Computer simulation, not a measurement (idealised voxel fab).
Documented hereafter: the process module known as voxel self aligned contacts.
Cross-section cut spans 290 nm and uses square cells 5 nm in size.
Square cells in a grid make up a cross-section in this document, and the grid is given as bands, listed from the top down, each one or more rows of cells.
In this notation a band is specified by the heights of its top and bottom, in that order and in nm, after which its materials appear from left to right, each paired with its width in nm. The word "throughout" attached to a single material means that material fills the band from edge to edge; the word "blank" stands for empty space.
Counting heights begins at 0, where everything beneath is, in the wafer as received, one material. The lowest band has no bottom; it goes on downwards, as "top 0, no bottom" shows.
Think of "30 to 40" as a width that walks from the first number to the second as you go down the band, top row to bottom row, taking equal-sized steps from row to row.
What does "no change" mean for a step? It means no cell of the cross-section changed in that step.
"Closed void roster" - sealed voids, min. 8 cells, no opening to top; format: width x height at distance (distance from left edge; nm throughout).
Where a step's line continues beyond its settings, the continuation is a remark by the simulator itself on that step.
The "overlay nm" setting may appear on a step's line; for a step that uses a mask, it gives how far to the right of its planned position the mask lay, and a negative value indicates the left.
**So here's the lineup of process steps we planned**
1) RECEIVE (material Si)
2) CONFORMAL_DEP (material SiO2; thk nm 5)
3) DIRECTIONAL_DEP (material polySi; thk nm 30)
4) DIRECTIONAL_DEP (material SiN; thk nm 15)
5) DIRECTIONAL_DEP (material aC; thk nm 10)
6) PATTERN (tone cover; mask id GATE; material resist; width nm 35; pitch nm 70; thk nm 25; overlay nm 0)
7) DIRECTIONAL_ETCH (etch materials aC; depth nm 10)
8) STRIP (etch materials resist)
9) DIRECTIONAL_ETCH (etch materials SiN; depth nm 15)
10) DIRECTIONAL_ETCH (etch materials polySi; depth nm 30)
11) STRIP (etch materials aC)
12) CONFORMAL_DEP (material SiN; thk nm 5)
13) DIRECTIONAL_ETCH (etch materials SiN; depth nm 5)
14) FILL_DEP (material SiO2; thk nm 15)
15) CMP (height nm 60)
16) PATTERN (tone open; mask id CONTACT; material resist; width nm 55; thk nm 15; overlay nm 0)
17) DIRECTIONAL_ETCH (etch materials SiO2; depth nm 60)
18) STRIP (etch materials resist)
19) CONFORMAL_DEP (material TiN; thk nm 5)
20) FILL_DEP (material W; thk nm 10)
21) CMP (height nm 60)
22) CONFORMAL_DEP (material SiN; thk nm 5)
**So this is the incoming wafer in cross-section - it's already been through step 1**
	top 0, no bottom = Si throughout
	Closed void roster: none
**As-planned run: cross-section of the first of two wafers at end of module**
	top 65, bottom 60 = SiN throughout
	top 60, bottom 50 = 115 of SiO2 | 5 to 20 of TiN | 45 to 15 of W | 5 to 20 of TiN | 120 of SiO2
	top 50, bottom 35 = 85 of SiO2 | 45 of SiN | 5 of TiN | 15 of W | 5 of TiN | 45 of SiN | 90 of SiO2
	top 35, bottom 5 = 85 of SiO2 | 5 of SiN | 35 of polySi | 5 of SiN | 5 of TiN | 15 of W | 5 of TiN | 5 of SiN | 35 of polySi | 5 of SiN | 90 of SiO2
	top 5, bottom 0 = 130 of SiO2 | 25 of TiN | 135 of SiO2
	top 0, no bottom = Si throughout
	Closed void roster: none
**Wafer two (of two), end-of-module cross-section: start = wafer one, plan = wafer one, one run mistake**
	top 65, bottom 60 = SiN throughout
	top 60, bottom 50 = 110 to 80 of W | 5 to 35 of TiN | 55 of SiO2 | 5 to 35 of TiN | 115 to 85 of W
	top 50, bottom 35 = 80 of W | 5 of TiN | 45 of SiN | 25 of SiO2 | 45 of SiN | 5 of TiN | 85 of W
	top 35, bottom 5 = 80 of W | 5 of TiN | 5 of SiN | 35 of polySi | 5 of SiN | 25 of SiO2 | 5 of SiN | 35 of polySi | 5 of SiN | 5 of TiN | 85 of W
	top 5, bottom 0 = 85 of TiN | 115 of SiO2 | 90 of TiN
	top 0, no bottom = Si throughout
	Closed void roster: none
Misprocessing identified: step 16 went in with a setting other than planned; the actual run was PATTERN (tone cover; mask id CONTACT; material resist; width nm 55; thk nm 15; overlay nm 0)
Per the end-of-run cell counts, the second wafer holds more or fewer of some materials than the first: -372 SiO2; +36 TiN; +336 W
